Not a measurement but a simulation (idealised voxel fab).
voxel transistor to metal: a process module
Cross-section cut: width 295 nm, square cells of 5 nm.
This document writes a cross-section as a grid whose cells are square, and gives it as bands, listed from the top down; one or more rows of cells form a band.
The entry gives the band's vertical extent as a top height and a bottom height in nm, then its horizontal make-up as materials from left to right, each with a width in nm. "empty" stands for empty space; a single material marked "throughout" fills the band edge to edge.
Heads up on the height convention: 0 is the point under which the incoming wafer is all one material, and the lowest band has no bottom, it just keeps going down, like "z 0 and below".
A width given as "30 to 40" starts at the first number in the band's top row and ends at the second number in its bottom row, shifting by an equal amount at every step from row to row.
The designation "nothing changed", where it is given for a processing step, indicates that no cell of the cross-section was altered in the course of that step.
The entry "Enclosed internal voids" lists the empty spaces that cover at least 8 cells and have no open path to the top. Each is written as width x height at distance, where the distance is measured from the left edge and all three values are in nm.
If you see something after the settings on a step's line, that's the simulator's own remark about that step.
What "overlay nm" on a step's line means: if the step has a mask, that mask lay this far to the right of its planned place, or, when the value is negative, to the left.
SET OUT BELOW ARE THE PLANNED STEPS OF THE PROCESS
| 1 | RECEIVE with material Si |
| 2 | CONFORMAL_DEP with material SiO2, thk nm 5 |
| 3 | CONFORMAL_DEP with material SiN, thk nm 10 |
| 4 | PATTERN with tone cover, mask id ACTIVE, material resist, width nm 115, pitch nm 145, thk nm 15, overlay nm 0 |
| 5 | DIRECTIONAL_ETCH with etch materials SiN, depth nm 10 |
| 6 | DIRECTIONAL_ETCH with etch materials SiO2, depth nm 5 |
| 7 | DIRECTIONAL_ETCH with etch materials Si, depth nm 20 |
| 8 | STRIP with etch materials resist |
| 9 | OXIDIZE with depth nm 5 |
| 10 | FILL_DEP with material SiO2, thk nm 5 |
| 11 | CMP with height nm 15 |
| 12 | SELECTIVE_ETCH with etch materials SiO2, depth nm 10 |
| 13 | STRIP with etch materials SiN |
| 14 | SELECTIVE_ETCH with etch materials SiO2, depth nm 5 |
| 15 | OXIDIZE with depth nm 5 |
| 16 | DIRECTIONAL_DEP with material polySi, thk nm 30 |
| 17 | DIRECTIONAL_DEP with material SiCN, thk nm 10 |
| 18 | DIRECTIONAL_DEP with material aC, thk nm 10 |
| 19 | PATTERN with tone cover, mask id GATE, material resist, width nm 35, pitch nm 145, thk nm 25, overlay nm 0 |
| 20 | DIRECTIONAL_ETCH with etch materials aC, depth nm 10 |
| 21 | STRIP with etch materials resist |
| 22 | DIRECTIONAL_ETCH with etch materials SiCN, depth nm 20 |
| 23 | DIRECTIONAL_ETCH with etch materials polySi, depth nm 40 |
| 24 | STRIP with etch materials aC |
| 25 | CONFORMAL_DEP with material SiN, thk nm 10 |
| 26 | DIRECTIONAL_ETCH with etch materials SiN, depth nm 10 |
| 27 | DIRECTIONAL_ETCH with etch materials SiO2, depth nm 5 |
| 28 | EPI with material pSi, thk nm 5 |
| 29 | FILL_DEP with material SiO2, thk nm 10 |
| 30 | CMP with height nm 30 |
| 31 | STRIP with etch materials polySi |
| 32 | SELECTIVE_ETCH with etch materials SiO2, depth nm 5 |
| 33 | CONFORMAL_DEP with material HfO2, thk nm 5 |
| 34 | CONFORMAL_DEP with material TiN, thk nm 5 |
| 35 | FILL_DEP with material W, thk nm 10 |
| 36 | CMP with height nm 25 |
| 37 | DIRECTIONAL_DEP with material SiO2, thk nm 10 |
| 38 | MASKED_ETCH with tone open, mask id CONTACT, width nm 15, etch materials SiO2, depth nm 35, overlay nm 0 |
| 39 | CONFORMAL_DEP with material TiN, thk nm 5 |
| 40 | FILL_DEP with material Ru, thk nm 5 |
| 41 | CMP with height nm 35 |
| 42 | DIRECTIONAL_DEP with material TiN, thk nm 5 |
| 43 | DIRECTIONAL_DEP with material Ru, thk nm 15 |
| 44 | DIRECTIONAL_DEP with material aC, thk nm 15 |
| 45 | PATTERN with tone cover, mask id METAL_1, material resist, width nm 15, thk nm 30, overlay nm 0 |
| 46 | DIRECTIONAL_ETCH with etch materials aC, depth nm 15 |
| 47 | STRIP with etch materials resist |
| 48 | DIRECTIONAL_ETCH with etch materials Ru, depth nm 15 |
| 49 | DIRECTIONAL_ETCH with etch materials TiN, depth nm 5 |
| 50 | STRIP with etch materials aC |
| 51 | CONFORMAL_DEP with material SiN, thk nm 5 |
| 52 | FILL_DEP with material lowk, thk nm 5 |
| 53 | CMP with height nm 55 |
| 54 | CONFORMAL_DEP with material SiN, thk nm 5 |
THIS IS THE CROSS-SECTION OF THE WAFER AS WE RECEIVED IT, I.E. AFTER STEP 1
    z 0 and below = Si throughout
    Enclosed internal voids: none
POST-MODULE CROSS-SECTION: IDENTICAL START AND PLAN TO THOSE ABOVE, ONE MISSTEP IN EXECUTION
    z 50 to 45 = SiN throughout
    z 45 to 40 = 20 lowk | 5 SiN | 15 Ru | 5 SiN | 55 lowk | 5 SiN | 15 Ru | 5 SiN | 40 lowk | 5 SiN | 15 Ru | 5 SiN | 55 lowk | 5 SiN | 15 Ru | 5 SiN | 25 lowk
    z 40 to 35 = 25 SiN | 15 TiN | 65 SiN | 15 TiN | 50 SiN | 15 TiN | 65 SiN | 15 TiN | 30 SiN
    z 35 to 25 = 25 SiO2 | 5 TiN | 5 Ru | 5 TiN | 65 SiO2 | 5 TiN | 5 Ru | 5 TiN | 50 SiO2 | 5 TiN | 5 Ru | 5 TiN | 65 SiO2 | 5 TiN | 5 Ru | 5 TiN | 30 SiO2
    z 25 to 5 = 25 SiO2 | 5 TiN | 5 Ru | 5 TiN | 5 SiO2 | 10 SiN | 5 HfO2 | 5 TiN | 15 W | 5 TiN | 5 HfO2 | 10 SiN | 5 SiO2 | 5 TiN | 5 Ru | 5 TiN | 50 SiO2 | 5 TiN | 5 Ru | 5 TiN | 5 SiO2 | 10 SiN | 5 HfO2 | 5 TiN | 15 W | 5 TiN | 5 HfO2 | 10 SiN | 5 SiO2 | 5 TiN | 5 Ru | 5 TiN | 30 SiO2
    z 5 to 0 = 25 SiO2 | 15 TiN | 5 SiO2 | 10 SiN | 5 HfO2 | 25 TiN | 5 HfO2 | 10 SiN | 5 SiO2 | 15 TiN | 50 SiO2 | 15 TiN | 5 SiO2 | 10 SiN | 5 HfO2 | 25 TiN | 5 HfO2 | 10 SiN | 5 SiO2 | 15 TiN | 30 SiO2
    z 0 to -5 = 15 SiO2 | 30 pSi | 5 SiO2 | 45 HfO2 | 5 SiO2 | 30 pSi | 30 SiO2 | 30 pSi | 5 SiO2 | 45 HfO2 | 5 SiO2 | 30 pSi | 20 SiO2
    z -5 to -25 = 20 SiO2 | 105 Si | 40 SiO2 | 105 Si | 25 SiO2
    z -25 and below = Si throughout
    Enclosed internal voids: none
Processing error: step 53: run off-plan, actual operation and settings CMP with height nm 45
